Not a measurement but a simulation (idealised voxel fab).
The name of this process module is voxel self aligned vias.
Each square cell in cross-section cut measures 5 nm, and the section as a whole is 280 nm wide.
Square cells in a grid make up a cross-section in this document, and the grid is given as bands, listed from the top down, each one or more rows of cells. Per band: top height and bottom height in nm, followed by the left-to-right materials and their widths in nm; "throughout" marks a single material spanning edge to edge, "empty" marks empty space. Heads up on the height convention: 0 is the point under which the incoming wafer is all one material, and the lowest band has no bottom, it just keeps going down, like "from 0 down". The expression "30..40" gives the width at the extremes of the band, the first number at its top row of cells and the second at its bottom row, with the width changing by equal amounts from each row to the next in between. "no change occurred" means the step left every cell of the cross-section as it was. The entry "Closed void roster" lists the empty spaces that cover at least 8 cells and have no open path to the top. Each is written as width x height at distance, where the distance is measured from the left edge and all three values are in nm. Read whatever lies past the settings on a step's line as the simulator's own remark about the step. The setting "overlay nm" may be written on the line of a step. When the step uses a mask, the value reports how far to the right of the planned place the mask lay, and a negative value reports that it lay to the left.

# So here's the lineup of process steps we planned
1) RECEIVE | material Si
2) CONFORMAL_DEP | material SiO2 | thk nm 15
3) CONFORMAL_DEP | material SiCN | thk nm 5
4) DIRECTIONAL_DEP | material SiO2 | thk nm 30
5) MASKED_ETCH | tone open | mask id LINES | width nm 30 | pitch nm 65 | etch materials SiO2 | depth nm 30 | overlay nm 0
6) CONFORMAL_DEP | material TiN | thk nm 5
7) FILL_DEP | material Ru | thk nm 5
8) CMP | height nm 50
9) SELECTIVE_ETCH | etch materials W Ru TiN | depth nm 5
10) FILL_DEP | material SiN | thk nm 5
11) CMP | height nm 50
12) DIRECTIONAL_DEP | material SiO2 | thk nm 15
13) MASKED_ETCH | tone open | mask id VIAS | width nm 40 | pitch nm 130 | etch materials SiO2 | depth nm 15 | overlay nm 0
14) MASKED_ETCH | tone open | mask id VIAS | width nm 40 | pitch nm 130 | etch materials SiN | depth nm 5 | overlay nm 0
15) CONFORMAL_DEP | material TiN | thk nm 5
16) FILL_DEP | material Ru | thk nm 5
17) CMP | height nm 65
18) CONFORMAL_DEP | material SiN | thk nm 5

# Account of the first of two wafers, which was processed as intended

# Cross-section, incoming material, after step 1
> from 0 down  Si throughout
> Closed void roster: none

# Wafer after step 2 (cross-section)
> from 15 to 0  SiO2 throughout
> No changes below 0.

# Wafer after step 3 (cross-section)
> from 20 to 15  SiCN throughout
> No changes below 15.

# Wafer after step 4 (cross-section)
> from 50 to 20  SiO2 throughout
> No changes below 20.

# Wafer after step 5 (cross-section)
> from 50 to 20  SiO2: 60 / empty: 30 / SiO2: 35 / empty: 30 / SiO2: 35 / empty: 30 / SiO2: 60
> No changes below 20.

# Wafer after step 6 (cross-section)
> from 55 to 50  TiN: 65 / empty: 20 / TiN: 45 / empty: 20 / TiN: 45 / empty: 20 / TiN: 65
> from 50 to 25  SiO2: 60 / TiN: 5 / empty: 20 / TiN: 5 / SiO2: 35 / TiN: 5 / empty: 20 / TiN: 5 / SiO2: 35 / TiN: 5 / empty: 20 / TiN: 5 / SiO2: 60
> from 25 to 20  SiO2: 60 / TiN: 30 / SiO2: 35 / TiN: 30 / SiO2: 35 / TiN: 30 / SiO2: 60
> No changes below 20.

# Wafer after step 7 (cross-section)
> from 60 to 55  Ru throughout
> from 55 to 50  TiN: 65 / Ru: 20 / TiN: 45 / Ru: 20 / TiN: 45 / Ru: 20 / TiN: 65
> from 50 to 25  SiO2: 60 / TiN: 5 / Ru: 20 / TiN: 5 / SiO2: 35 / TiN: 5 / Ru: 20 / TiN: 5 / SiO2: 35 / TiN: 5 / Ru: 20 / TiN: 5 / SiO2: 60
> No changes below 25.

# Wafer after step 8 (cross-section)
> from 50 to 25  SiO2: 60 / TiN: 5 / Ru: 20 / TiN: 5 / SiO2: 35 / TiN: 5 / Ru: 20 / TiN: 5 / SiO2: 35 / TiN: 5 / Ru: 20 / TiN: 5 / SiO2: 60
> No changes below 25.

# Wafer after step 9 (cross-section)
> from 50 to 45  SiO2: 60 / empty: 30 / SiO2: 35 / empty: 30 / SiO2: 35 / empty: 30 / SiO2: 60
> No changes below 45.

# Wafer after step 10 (cross-section)
> from 55 to 50  SiN throughout
> from 50 to 45  SiO2: 60 / SiN: 30 / SiO2: 35 / SiN: 30 / SiO2: 35 / SiN: 30 / SiO2: 60
> No changes below 45.

# Wafer after step 11 (cross-section)
> from 50 to 45  SiO2: 60 / SiN: 30 / SiO2: 35 / SiN: 30 / SiO2: 35 / SiN: 30 / SiO2: 60
> No changes below 45.

# Wafer after step 12 (cross-section)
> from 65 to 50  SiO2 throughout
> No changes below 50.

# Wafer after step 13 (cross-section)
> from 65 to 50  SiO2: 55 / empty: 40 / SiO2: 90 / empty: 40 / SiO2: 55
> No changes below 50.

# Wafer after step 14 (cross-section)
> from 65 to 50  SiO2: 55 / empty: 40 / SiO2: 90 / empty: 40 / SiO2: 55
> from 50 to 45  SiO2: 60 / empty: 30 / SiO2: 35 / SiN: 30 / SiO2: 35 / empty: 30 / SiO2: 60
> No changes below 45.

# Wafer after step 15 (cross-section)
> from 70 to 65  TiN: 60 / empty: 30 / TiN: 100 / empty: 30 / TiN: 60
> from 65 to 55  SiO2: 55 / TiN: 5 / empty: 30 / TiN: 5 / SiO2: 90 / TiN: 5 / empty: 30 / TiN: 5 / SiO2: 55
> from 55 to 50  SiO2: 55 / TiN: 10 / empty: 20 / TiN: 10 / SiO2: 90 / TiN: 10 / empty: 20 / TiN: 10 / SiO2: 55
> from 50 to 45  SiO2: 60 / TiN: 30 / SiO2: 35 / SiN: 30 / SiO2: 35 / TiN: 30 / SiO2: 60
> No changes below 45.

# Wafer after step 16 (cross-section)
> from 75 to 70  Ru throughout
> from 70 to 65  TiN: 60 / Ru: 30 / TiN: 100 / Ru: 30 / TiN: 60
> from 65 to 55  SiO2: 55 / TiN: 5 / Ru: 30 / TiN: 5 / SiO2: 90 / TiN: 5 / Ru: 30 / TiN: 5 / SiO2: 55
> from 55 to 50  SiO2: 55 / TiN: 10 / Ru: 20 / TiN: 10 / SiO2: 90 / TiN: 10 / Ru: 20 / TiN: 10 / SiO2: 55
> No changes below 50.

# Wafer after step 17 (cross-section)
> from 65 to 55  SiO2: 55 / TiN: 5 / Ru: 30 / TiN: 5 / SiO2: 90 / TiN: 5 / Ru: 30 / TiN: 5 / SiO2: 55
> No changes below 55.

# Wafer after step 18 (cross-section)
> from 70 to 65  SiN throughout
> No changes below 65.

# Here the second wafer is described. Its start and its plan were those of the first wafer. Its run contained one mistake. Up to and including step 1, it did exactly what the first wafer did

# Planned end of step 2: second wafer, cross-section
> from 30 to 0  SiO2 throughout
> No changes below 0.

# Planned end of step 3: second wafer, cross-section
> from 35 to 30  SiCN throughout
> No changes below 30.

# Planned end of step 4: second wafer, cross-section
> from 65 to 35  SiO2 throughout
> No changes below 35.

# Planned end of step 5: second wafer, cross-section
> from 65 to 35  SiO2: 60 / empty: 30 / SiO2: 35 / empty: 30 / SiO2: 35 / empty: 30 / SiO2: 60
> No changes below 35.

# Planned end of step 6: second wafer, cross-section
> from 70 to 65  TiN: 65 / empty: 20 / TiN: 45 / empty: 20 / TiN: 45 / empty: 20 / TiN: 65
> from 65 to 40  SiO2: 60 / TiN: 5 / empty: 20 / TiN: 5 / SiO2: 35 / TiN: 5 / empty: 20 / TiN: 5 / SiO2: 35 / TiN: 5 / empty: 20 / TiN: 5 / SiO2: 60
> from 40 to 35  SiO2: 60 / TiN: 30 / SiO2: 35 / TiN: 30 / SiO2: 35 / TiN: 30 / SiO2: 60
> No changes below 35.

# Planned end of step 7: second wafer, cross-section
> from 75 to 70  Ru throughout
> from 70 to 65  TiN: 65 / Ru: 20 / TiN: 45 / Ru: 20 / TiN: 45 / Ru: 20 / TiN: 65
> from 65 to 40  SiO2: 60 / TiN: 5 / Ru: 20 / TiN: 5 / SiO2: 35 / TiN: 5 / Ru: 20 / TiN: 5 / SiO2: 35 / TiN: 5 / Ru: 20 / TiN: 5 / SiO2: 60
> No changes below 40.

# Planned end of step 8: second wafer, cross-section
> from 50 to 40  SiO2: 60 / TiN: 5 / Ru: 20 / TiN: 5 / SiO2: 35 / TiN: 5 / Ru: 20 / TiN: 5 / SiO2: 35 / TiN: 5 / Ru: 20 / TiN: 5 / SiO2: 60
> No changes below 40.

# Planned end of step 9: second wafer, cross-section
> from 50 to 45  SiO2: 60 / empty: 30 / SiO2: 35 / empty: 30 / SiO2: 35 / empty: 30 / SiO2: 60
> No changes below 45.

# Planned end of step 10: second wafer, cross-section
> from 55 to 50  SiN throughout
> from 50 to 45  SiO2: 60 / SiN: 30 / SiO2: 35 / SiN: 30 / SiO2: 35 / SiN: 30 / SiO2: 60
> No changes below 45.

# Planned end of step 11: second wafer, cross-section
> from 50 to 45  SiO2: 60 / SiN: 30 / SiO2: 35 / SiN: 30 / SiO2: 35 / SiN: 30 / SiO2: 60
> No changes below 45.

# Planned end of step 12: second wafer, cross-section
> from 65 to 50  SiO2 throughout
> No changes below 50.

# Planned end of step 13: second wafer, cross-section
> from 65 to 50  SiO2: 55 / empty: 40 / SiO2: 90 / empty: 40 / SiO2: 55
> No changes below 50.

# Planned end of step 14: second wafer, cross-section
> from 65 to 50  SiO2: 55 / empty: 40 / SiO2: 90 / empty: 40 / SiO2: 55
> from 50 to 45  SiO2: 60 / empty: 30 / SiO2: 35 / SiN: 30 / SiO2: 35 / empty: 30 / SiO2: 60
> No changes below 45.

# Planned end of step 15: second wafer, cross-section
> from 70 to 65  TiN: 60 / empty: 30 / TiN: 100 / empty: 30 / TiN: 60
> from 65 to 55  SiO2: 55 / TiN: 5 / empty: 30 / TiN: 5 / SiO2: 90 / TiN: 5 / empty: 30 / TiN: 5 / SiO2: 55
> from 55 to 50  SiO2: 55 / TiN: 10 / empty: 20 / TiN: 10 / SiO2: 90 / TiN: 10 / empty: 20 / TiN: 10 / SiO2: 55
> from 50 to 45  SiO2: 60 / TiN: 30 / SiO2: 35 / SiN: 30 / SiO2: 35 / TiN: 30 / SiO2: 60
> No changes below 45.

# Planned end of step 16: second wafer, cross-section
> from 75 to 70  Ru throughout
> from 70 to 65  TiN: 60 / Ru: 30 / TiN: 100 / Ru: 30 / TiN: 60
> from 65 to 55  SiO2: 55 / TiN: 5 / Ru: 30 / TiN: 5 / SiO2: 90 / TiN: 5 / Ru: 30 / TiN: 5 / SiO2: 55
> from 55 to 50  SiO2: 55 / TiN: 10 / Ru: 20 / TiN: 10 / SiO2: 90 / TiN: 10 / Ru: 20 / TiN: 10 / SiO2: 55
> No changes below 50.

# Planned end of step 17: second wafer, cross-section
> from 65 to 55  SiO2: 55 / TiN: 5 / Ru: 30 / TiN: 5 / SiO2: 90 / TiN: 5 / Ru: 30 / TiN: 5 / SiO2: 55
> No changes below 55.

# Planned end of step 18: second wafer, cross-section
> from 70 to 65  SiN throughout
> No changes below 65.
What was done differently from what was planned? step 2, plan: ran twice
Final comparison by cell count, materials where the second wafer has more or fewer than the first: Ru: 36 fewer, SiO2: 54 more, TiN: 18 fewer
